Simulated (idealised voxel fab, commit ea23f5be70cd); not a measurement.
The following is a process module called voxel fin reveal.
205 nm wide, 5 nm square cells: that's cross-section cut.
Cross-section spec: square-cell grid; bands listed top down; each band is one or more rows.
Top, bottom (nm), then materials left to right with widths (nm); lone material tagged "everywhere" fills the whole band edge to edge; "air" = empty space.
The reference from which all heights are counted is 0, the level beneath which the as-received wafer is entirely one material; the lowest band, having no lower bound, proceeds downward and is written after the example "0 nm and below".
Graded width ("30 to 40"): value in top row of band = first number; value in bottom row = second number; row-to-row change constant.
"no modification" means the step left every cell of the cross-section as it was.
"Enclosed internal cavities" enumerates empty spaces isolated from the top, with no open way to it, that contain at least 8 cells, giving each as width x height at distance from the left edge, all three in nm.
On a step's line, text after the settings is the simulator commenting on that step.
On any step carrying a mask, the "overlay nm" setting, if present on the step's line, tells how far right of its planned place the mask lay; negative values point to the left.

### Set out below are the planned steps of the process
- 1: op RECEIVE | material Si
- 2: op CONFORMAL_DEP | material SiN | thk nm 5
- 3: op DIRECTIONAL_DEP | material aC | thk nm 10
- 4: op PATTERN | tone cover | mask id FINS | material resist | width nm 15 | pitch nm 40 | thk nm 25 | overlay nm -15
- 5: op DIRECTIONAL_ETCH | etch materials aC | depth nm 10
- 6: op STRIP | etch materials resist
- 7: op DIRECTIONAL_ETCH | etch materials SiN | depth nm 5
- 8: op DIRECTIONAL_ETCH | etch materials Si | depth nm 35
- 9: op STRIP | etch materials aC
- 10: op OXIDIZE | depth nm 5
- 11: op FILL_DEP | material SiO2 | thk nm 5
- 12: op CMP | height nm 5
- 13: op SELECTIVE_ETCH | etch materials SiO2 | depth nm 15
- 14: op STRIP | etch materials SiN
- 15: op CONFORMAL_DEP | material SiO2 | thk nm 5
Quick note for whoever runs this: the wafers start identical, but the overlay nm at step 4 isn't the same across them. The plan just shows what the first wafer had.

### Incoming state of the first of several wafers in cross-section: after step 1
* 0 nm and below  Si everywhere
* Enclosed internal cavities: none

### Take any row and you have a wafer at the end of the module: how many cells of each material it has gained (+) or lost (-) since it was received, and then its closed voids
overlay nm -15, -296 Si, +279 SiO2, Enclosed internal cavities: none
overlay nm -10, -296 Si, +279 SiO2, Enclosed internal cavities: none
overlay nm -5, -296 Si, +279 SiO2, Enclosed internal cavities: none
overlay nm 0, -296 Si, +279 SiO2, Enclosed internal cavities: none
overlay nm 5, -296 Si, +279 SiO2, Enclosed internal cavities: none
overlay nm 10, -296 Si, +279 SiO2, Enclosed internal cavities: none
overlay nm 15, -296 Si, +279 SiO2, Enclosed internal cavities: none
